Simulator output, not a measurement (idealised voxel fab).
process module | voxel fin reveal
cross-section cut | 155 nm wide | cells 5 nm
A cross-section is a grid of square cells, given in bands from the top down. A band is one or more rows of cells.
Each band's line starts with the height of the band's top and of its bottom, in nm. Then come its materials from left to right, each with its width in nm. One material with "throughout" fills the band from edge to edge. "air" is empty space.
Height 0 is the level under which the wafer as received is all one material. The lowest band goes on downwards, as in "0 down".
A width such as "30 to 40" changes by the same amount from each row of cells to the next, from the band's top row to its bottom row.
"no change" after a step means that no cell of the cross-section changed.
closed voids: empty space of 8 cells or more with no open way to the top, each as width x height at its distance from the left edge, in nm
after a step's settings: what the simulator itself notes on the step
overlay nm, on a step with a mask: how far to the right of its planned place the mask lay; to the left if negative
plan
1 op RECEIVE | material Si
2 op CONFORMAL_DEP | material SiN | thk nm 5
3 op DIRECTIONAL_DEP | material aC | thk nm 15
4 op PATTERN | tone cover | mask id FINS | material resist | width nm 15 | pitch nm 40 | thk nm 35 | overlay nm 0
5 op DIRECTIONAL_ETCH | etch materials aC | depth nm 15
6 op STRIP | etch materials resist
7 op DIRECTIONAL_ETCH | etch materials SiN | depth nm 5
8 op DIRECTIONAL_ETCH | etch materials Si | depth nm 35
9 op STRIP | etch materials aC
10 op FILL_DEP | material SiO2 | thk nm 10
11 op CMP | height nm 5
12 op SELECTIVE_ETCH | etch materials SiO2 | depth nm 15
13 op STRIP | etch materials SiN
14 op CONFORMAL_DEP | material SiO2 | thk nm 5
varied across the wafers: width nm of step 4. The plan shows the first wafer's value. All wafers start alike
first wafer as received, after step 1
  0 down: Si throughout
  closed voids: none
first wafer at the end, after step 14
  5 to 0: air 45 | SiO2 25 | air 15 | SiO2 25 | air 45
  0 to -5: air 45 | SiO2 5 | Si 15 | SiO2 5 | air 15 | SiO2 5 | Si 15 | SiO2 5 | air 45
  -5 to -35: SiO2 50 | Si 15 | SiO2 25 | Si 15 | SiO2 50
  -35 down: Si throughout
  closed voids: none
last wafer at the end
  5 to 0: air 40 | SiO2 35 | air 5 | SiO2 35 | air 40
  0 to -5: air 40 | SiO2 5 | Si 25 | SiO2 5 | air 5 | SiO2 5 | Si 25 | SiO2 5 | air 40
  -5 to -35: SiO2 45 | Si 25 | SiO2 15 | Si 25 | SiO2 45
  -35 down: Si throughout
  closed voids: none
each wafer at the end: cells of each material gained (+) or lost (-) since it was received, then its closed voids
width nm 15 | -175 Si | +164 SiO2 | closed voids: none
width nm 20 | -161 Si | +154 SiO2 | closed voids: none
width nm 25 | -147 Si | +144 SiO2 | closed voids: none
